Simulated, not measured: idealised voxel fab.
You're looking at the process module voxel released beams.
Square cells of 5 nm make up the cross-section cut, whose width is 275 nm.
Reading order for cross-sections: top band down to bottom band. Underlying form: a grid of square cells. Band size: one or more rows of cells.
In this notation a band is specified by the heights of its top and bottom, in that order and in nm, after which its materials appear from left to right, each paired with its width in nm. The word "everywhere" attached to a single material means that material fills the band from edge to edge; the word "air" stands for empty space.
Height 0 is the level under which the wafer as received is all one material. The lowest band goes on downwards, as in "top 0, no bottom".
Top row gets the first number, bottom row gets the second, and each row in between changes by the same step: that is how a band width like "30->40" works.
"identical to before" for a step: no cell of the cross-section changed in that step.
Closed empty spaces (no open way to the top) of 8 cells or more are what "Closed void list" lists, each as width x height at distance from the left edge, nm for all three.
Post-settings text on a step line: simulator's own remark regarding the step.
The line of a step may include "overlay nm". On a step with a mask, this value is how far to the right of its planned place the mask lay. A negative value means the mask lay to the left.
-- The process steps that were planned are listed below
1. RECEIVE | material Si
2. CONFORMAL_DEP | material SiN | thk nm 5
3. DIRECTIONAL_DEP | material SiO2 | thk nm 20
4. MASKED_ETCH | tone open | mask id ANCHOR | width nm 35 | etch materials SiO2 | depth nm 20 | overlay nm 0
5. CONFORMAL_DEP | material TiN | thk nm 10
6. MASKED_ETCH | tone cover | mask id BEAM | width nm 85 | etch materials TiN | depth nm 10 | overlay nm 0
7. STRIP | etch materials SiO2
-- Step 1 complete: cross-section of the wafer as received
top 0, no bottom: Si everywhere
Closed void list: none
-- First of two wafers at the end of the module, shown in cross-section; run carried out as planned
top 35, bottom 25: air: 90 | TiN: 15 | air: 15 | TiN: 55 | air: 100
top 25, bottom 15: air: 95 | TiN: 10 | air: 15 | TiN: 10 | air: 145
top 15, bottom 5: air: 95 | TiN: 35 | air: 145
top 5, bottom 0: SiN everywhere
top 0, no bottom: Si everywhere
Closed void list: none
-- Same start, same plan as the first wafer - but one mistake in the run. Cross-section of the second of the two at the end of the module
top 25, bottom 5: SiO2: 95 | air: 35 | SiO2: 145
top 5, bottom 0: SiN everywhere
top 0, no bottom: Si everywhere
Closed void list: none
Deviation noted in wafer processing: the process deviated at step 7: the operation and settings actually run there were STRIP | etch materials TiN
Final tally in cells, some materials are higher or lower on the second wafer than on the first: SiO2: 192 more | TiN: 50 fewer
